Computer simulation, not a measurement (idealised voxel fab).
process module | voxel air gaps
cross-section cut | 240 nm wide | cells 5 nm
A cross-section is a grid of square cells, given in bands from the top down. A band is one or more rows of cells.
Each band's line starts with the height of the band's top and of its bottom, in nm. Then come its materials from left to right, each with its width in nm. One material with "throughout" fills the band from edge to edge. "air" is empty space.
Height 0 is the level under which the wafer as received is all one material. The lowest band goes on downwards, as in "0 down".
A width such as "30 to 40" changes by the same amount from each row of cells to the next, from the band's top row to its bottom row.
"no change" after a step means that no cell of the cross-section changed.
closed voids: empty space of 8 cells or more with no open way to the top, each as width x height at its distance from the left edge, in nm
after a step's settings: what the simulator itself notes on the step
overlay nm, on a step with a mask: how far to the right of its planned place the mask lay; to the left if negative
plan
1 op RECEIVE | material Si
2 op CONFORMAL_DEP | material SiO2 | thk nm 15
3 op CONFORMAL_DEP | material SiN | thk nm 5
4 op DIRECTIONAL_DEP | material SiO2 | thk nm 30
5 op MASKED_ETCH | tone open | mask id LINES | width nm 25 | pitch nm 55 | etch materials SiO2 | depth nm 30 | overlay nm 0
6 op CONFORMAL_DEP | material TiN | thk nm 5
7 op FILL_DEP | material W | thk nm 5
8 op CMP | height nm 50
9 op EPI | material Ru | thk nm 10
10 op SELECTIVE_ETCH | etch materials SiO2 | depth nm 40
11 op CONFORMAL_DEP | material SiN | thk nm 5
as received, after step 1
  0 down: Si throughout
  closed voids: none
first wafer at the end, as planned
  65 to 60: air 35 | SiN 165 | air 40
  60 to 50: air 35 | SiN 5 | Ru 45 | SiN 10 | Ru 45 | SiN 10 | Ru 45 | SiN 5 | air 40
  50 to 45: air 35 | SiN 15 | TiN 5 | W 15 | TiN 5 | SiN 30 | TiN 5 | W 15 | TiN 5 | SiN 30 | TiN 5 | W 15 | TiN 5 | SiN 15 | air 40
  45 to 25: air 45 | SiN 5 | TiN 5 | W 15 | TiN 5 | SiN 5 | air 20 | SiN 5 | TiN 5 | W 15 | TiN 5 | SiN 5 | air 20 | SiN 5 | TiN 5 | W 15 | TiN 5 | SiN 5 | air 50
  25 to 20: SiN 50 | TiN 25 | SiN 30 | TiN 25 | SiN 30 | TiN 25 | SiN 55
  20 to 15: SiN throughout
  15 to 0: SiO2 throughout
  0 down: Si throughout
  closed voids: 20 x 20 at 80; 20 x 20 at 135
second wafer at the end: like start, like plan, one mistake
  60 to 55: air 40 | SiN 45 | air 10 | SiN 45 | air 10 | SiN 45 | air 45
  55 to 50: air 40 | SiN 5 | Ru 35 | SiN 5 | air 10 | SiN 5 | Ru 35 | SiN 5 | air 10 | SiN 5 | Ru 35 | SiN 5 | air 45
  50 to 45: air 40 | SiN 10 | TiN 5 | W 15 | TiN 5 | SiN 10 | air 10 | SiN 10 | TiN 5 | W 15 | TiN 5 | SiN 10 | air 10 | SiN 10 | TiN 5 | W 15 | TiN 5 | SiN 10 | air 45
  45 to 25: air 45 | SiN 5 | TiN 5 | W 15 | TiN 5 | SiN 5 | air 20 | SiN 5 | TiN 5 | W 15 | TiN 5 | SiN 5 | air 20 | SiN 5 | TiN 5 | W 15 | TiN 5 | SiN 5 | air 50
  25 to 20: SiN 50 | TiN 25 | SiN 30 | TiN 25 | SiN 30 | TiN 25 | SiN 55
  20 to 15: SiN throughout
  15 to 0: SiO2 throughout
  0 down: Si throughout
  closed voids: none
what went wrong: step 9 ran as: op EPI | material Ru | thk nm 5
at the end the second wafer has, in cells: 33 fewer of Ru | 18 fewer of SiN
closed voids at the end (first wafer, second wafer): 2, 0
